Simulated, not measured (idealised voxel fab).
process module | voxel gate over fins
We display cut, a cross-section 205 nm in width whose square cells are each 5 nm.
For the purposes of this document, a cross-section shall be understood as a grid of square cells, specified as bands listed in top-to-bottom order, each band consisting of one or more rows of cells. It is stipulated that each band's entry specify, in nanometres, the height of the top of the band and then that of its bottom, followed by the materials of the band in left-to-right sequence, each together with its width in nanometres. A single material marked by the word "edge to edge" is understood to fill the band from edge to edge; the word "empty" is understood to denote empty space. Zero point of the height axis is 0; under it, received wafer = one material. Lowest band: continues down indefinitely, "0 nm and below". A two-number width, for instance "30 to 40", indicates that the width is equal to the first number in the top row of the band and to the second number in the bottom row, and that it changes by a constant amount per row of cells. "no change occurred" (step): cross-section cells unchanged, all of them. "Listed closed voids" specifies each empty space that is not open to the top and that occupies no fewer than 8 cells, using the form width x height at distance, the distance measured from the left edge and all three quantities in nm. Anything after a step's settings on that line? It's the simulator's own note about the step. "overlay nm" denotes, for a step that has a mask, the displacement of the mask to the right of its planned place, with negative values corresponding to the left.
# The process steps that were planned are listed below
1 RECEIVE, material Si
2 CONFORMAL_DEP, material SiN, thk nm 10
3 DIRECTIONAL_DEP, material aC, thk nm 10
4 PATTERN, tone cover, mask id FINS, material resist, width nm 15, pitch nm 40, thk nm 30, overlay nm 0
5 DIRECTIONAL_ETCH, etch materials aC, depth nm 10
6 STRIP, etch materials resist
7 DIRECTIONAL_ETCH, etch materials SiN, depth nm 10
8 DIRECTIONAL_ETCH, etch materials Si, depth nm 35
9 STRIP, etch materials aC
10 OXIDIZE, depth nm 5
11 FILL_DEP, material SiO2, thk nm 10
12 CMP, height nm 10
13 SELECTIVE_ETCH, etch materials SiO2, depth nm 25
14 STRIP, etch materials SiN
15 CONFORMAL_DEP, material HfO2, thk nm 5
16 CONFORMAL_DEP, material TiN, thk nm 5
17 CONFORMAL_DEP, material TiAl, thk nm 5
18 CONFORMAL_DEP, material TiN, thk nm 5
19 FILL_DEP, material W, thk nm 10
20 CMP, height nm 25
21 CONFORMAL_DEP, material SiCN, thk nm 10
# Cross-section, incoming material, after step 1
  0 nm and below = Si edge to edge
  Listed closed voids: none
# a wafer at the end: this start, this plan, one mistake
  35 nm to 25 nm = SiCN edge to edge
  25 nm to 15 nm = W edge to edge
  15 nm to 5 nm = 45 nm W | 35 nm TiN | 5 nm W | 35 nm TiN | 5 nm W | 35 nm TiN | 45 nm W
  5 nm to 0 nm = 45 nm W | 10 nm TiN | 15 nm HfO2 | 10 nm TiN | 5 nm W | 10 nm TiN | 15 nm HfO2 | 10 nm TiN | 5 nm W | 10 nm TiN | 15 nm HfO2 | 10 nm TiN | 45 nm W
  0 nm to -10 nm = 55 nm TiN | 5 nm HfO2 | 5 nm Si | 5 nm HfO2 | 25 nm TiN | 5 nm HfO2 | 5 nm Si | 5 nm HfO2 | 25 nm TiN | 5 nm HfO2 | 5 nm Si | 5 nm HfO2 | 55 nm TiN
  -10 nm to -15 nm = 60 nm HfO2 | 5 nm Si | 35 nm HfO2 | 5 nm Si | 35 nm HfO2 | 5 nm Si | 60 nm HfO2
  -15 nm to -40 nm = 60 nm SiO2 | 5 nm Si | 35 nm SiO2 | 5 nm Si | 35 nm SiO2 | 5 nm Si | 60 nm SiO2
  -40 nm and below = Si edge to edge
  Listed closed voids: none
Want to know what went wrong? step 17 of the plan was bypassed and not carried out
